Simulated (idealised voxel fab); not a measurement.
process module | voxel gate over fins
cross-section cut | 235 nm wide | cells 5 nm
A cross-section is a grid of square cells, given in bands from the top down. A band is one or more rows of cells.
Each band's line starts with the height of the band's top and of its bottom, in nm. Then come its materials from left to right, each with its width in nm. One material with "throughout" fills the band from edge to edge. "air" is empty space.
Height 0 is the level under which the wafer as received is all one material. The lowest band goes on downwards, as in "0 down".
A width such as "30 to 40" changes by the same amount from each row of cells to the next, from the band's top row to its bottom row.
"no change" after a step means that no cell of the cross-section changed.
closed voids: empty space of 8 cells or more with no open way to the top, each as width x height at its distance from the left edge, in nm
after a step's settings: what the simulator itself notes on the step
overlay nm, on a step with a mask: how far to the right of its planned place the mask lay; to the left if negative
plan
1 op RECEIVE | material Si
2 op CONFORMAL_DEP | material SiN | thk nm 5
3 op PATTERN | tone cover | mask id FINS | material resist | width nm 15 | pitch nm 35 | thk nm 15 | overlay nm 0
4 op DIRECTIONAL_ETCH | etch materials SiN | depth nm 5
5 op DIRECTIONAL_ETCH | etch materials Si | depth nm 35
6 op STRIP | etch materials resist
7 op FILL_DEP | material SiO2 | thk nm 15
8 op CMP | height nm 5
9 op SELECTIVE_ETCH | etch materials SiO2 | depth nm 15
10 op STRIP | etch materials SiN
11 op CONFORMAL_DEP | material HfO2 | thk nm 5
12 op CONFORMAL_DEP | material TiN | thk nm 5
13 op CONFORMAL_DEP | material TiAl | thk nm 5
14 op CONFORMAL_DEP | material TiN | thk nm 5
15 op FILL_DEP | material W | thk nm 15
16 op CMP | height nm 30
17 op CONFORMAL_DEP | material SiCN | thk nm 5
as received, after step 1
  0 down: Si throughout
  closed voids: none
a wafer at the end: this start, this plan, one mistake
  35 to 30: SiCN throughout
  30 to 20: W throughout
  20 to 15: W 70 | TiN 90 | W 75
  15 to 10: W 70 | TiN 5 | SiN 80 | TiN 5 | W 75
  10 to 5: TiN 75 | SiN 5 | TiN 70 | SiN 5 | TiN 80
  5 to 0: SiN 80 | TiN 5 | HfO2 25 | TiN 10 | HfO2 25 | TiN 5 | SiN 85
  0 to -5: TiN 85 | HfO2 5 | Si 15 | HfO2 5 | TiN 10 | HfO2 5 | Si 15 | HfO2 5 | TiN 90
  -5 to -10: HfO2 90 | Si 15 | HfO2 20 | Si 15 | HfO2 95
  -10 to -35: SiO2 90 | Si 15 | SiO2 20 | Si 15 | SiO2 95
  -35 down: Si throughout
  closed voids: none
what went wrong: step 13 ran as: op CONFORMAL_DEP | material SiN | thk nm 5
